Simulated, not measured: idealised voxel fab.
Module name: voxel self aligned contacts (process module)
This is section cut - it's 215 nm across, gridded in 5 nm square cells.
Heads up, the way a cross-section reads in here is a grid of square cells, handed over as bands from the top down, with every band being one or more rows of cells. Heights first: top, then bottom, in nm. Then materials, left to right, each with a width in nm. "everywhere" on a single material: fills the band edge to edge. "air": empty space. For the purposes of this specification, 0 denotes the height below which the wafer in its as-received condition is composed wholly of one material, and the lowermost band, lacking a lower limit, extends downward without end, as expressed in "0 nm and below". With a width like "30 to 40", each row of cells in the band differs from the next by the same amount, the top row carrying the first number and the bottom row the second. "changes: none" -> step changed no cross-section cell. "Fully closed voids": sealed empty spaces, 8 cells or more, no open way to top, listed width x height at distance, with distance from the left edge and width, height and distance in nm. Read whatever lies past the settings on a step's line as the simulator's own remark about the step. overlay nm: mask right of planned place by this much (step with mask). Neg. = left.
Process steps foreseen in the plan
1 RECEIVE: material Si
2 OXIDIZE: depth nm 5
3 DIRECTIONAL_DEP: material polySi, thk nm 25
4 DIRECTIONAL_DEP: material SiN, thk nm 20
5 DIRECTIONAL_DEP: material aC, thk nm 10
6 PATTERN: tone cover, mask id GATE, material resist, width nm 25, pitch nm 50, thk nm 30, overlay nm 0
7 DIRECTIONAL_ETCH: etch materials aC, depth nm 10
8 STRIP: etch materials resist
9 DIRECTIONAL_ETCH: etch materials SiN, depth nm 20
10 DIRECTIONAL_ETCH: etch materials polySi, depth nm 25
11 STRIP: etch materials aC
12 CONFORMAL_DEP: material SiN, thk nm 5
13 DIRECTIONAL_ETCH: etch materials SiN, depth nm 5
14 FILL_DEP: material SiO2, thk nm 10
15 CMP: height nm 50
16 MASKED_ETCH: tone open, mask id CONTACT, width nm 35, etch materials SiO2, depth nm 55, overlay nm 0
17 CONFORMAL_DEP: material TiN, thk nm 5
18 FILL_DEP: material Ru, thk nm 5
19 CMP: height nm 50
20 CONFORMAL_DEP: material SiN, thk nm 5
Cross-section of the incoming wafer, state after step 1
0 nm and below | Si everywhere
Fully closed voids: none
Wafer cross-section at module end: first of two, run to plan
55 nm to 50 nm | SiN everywhere
50 nm to 45 nm | 90 of SiO2 | 15 of TiN | 5 of Ru | 15 of TiN | 90 of SiO2
45 nm to 25 nm | 65 of SiO2 | 35 of SiN | 5 of TiN | 5 of Ru | 5 of TiN | 35 of SiN | 65 of SiO2
25 nm to 0 nm | 65 of SiO2 | 5 of SiN | 25 of polySi | 5 of SiN | 5 of TiN | 5 of Ru | 5 of TiN | 5 of SiN | 25 of polySi | 5 of SiN | 65 of SiO2
0 nm to -5 nm | 100 of SiO2 | 15 of TiN | 100 of SiO2
-5 nm and below | Si everywhere
Fully closed voids: none
So this is wafer number two of the two, cut at the end of the module - it started where the first did and had the same plan, we just got one thing wrong running it
55 nm to 50 nm | SiN everywhere
50 nm to 45 nm | 85 of SiO2 | 20 of TiN | 5 of Ru | 20 of TiN | 85 of SiO2
45 nm to 25 nm | 65 of SiO2 | 35 of SiN | 5 of TiN | 5 of Ru | 5 of TiN | 35 of SiN | 65 of SiO2
25 nm to 0 nm | 65 of SiO2 | 5 of SiN | 25 of polySi | 5 of SiN | 5 of TiN | 5 of Ru | 5 of TiN | 5 of SiN | 25 of polySi | 5 of SiN | 65 of SiO2
0 nm to -5 nm | 100 of SiO2 | 15 of TiN | 100 of SiO2
-5 nm and below | Si everywhere
Fully closed voids: none
Short version of what went wrong: step 16 did not happen as planned, as run it was MASKED_ETCH: tone open, mask id CONTACT, width nm 45, etch materials SiO2, depth nm 55, overlay nm 0
Cell-count delta at end, second wafer over first, by material: -2 SiO2 | +2 TiN
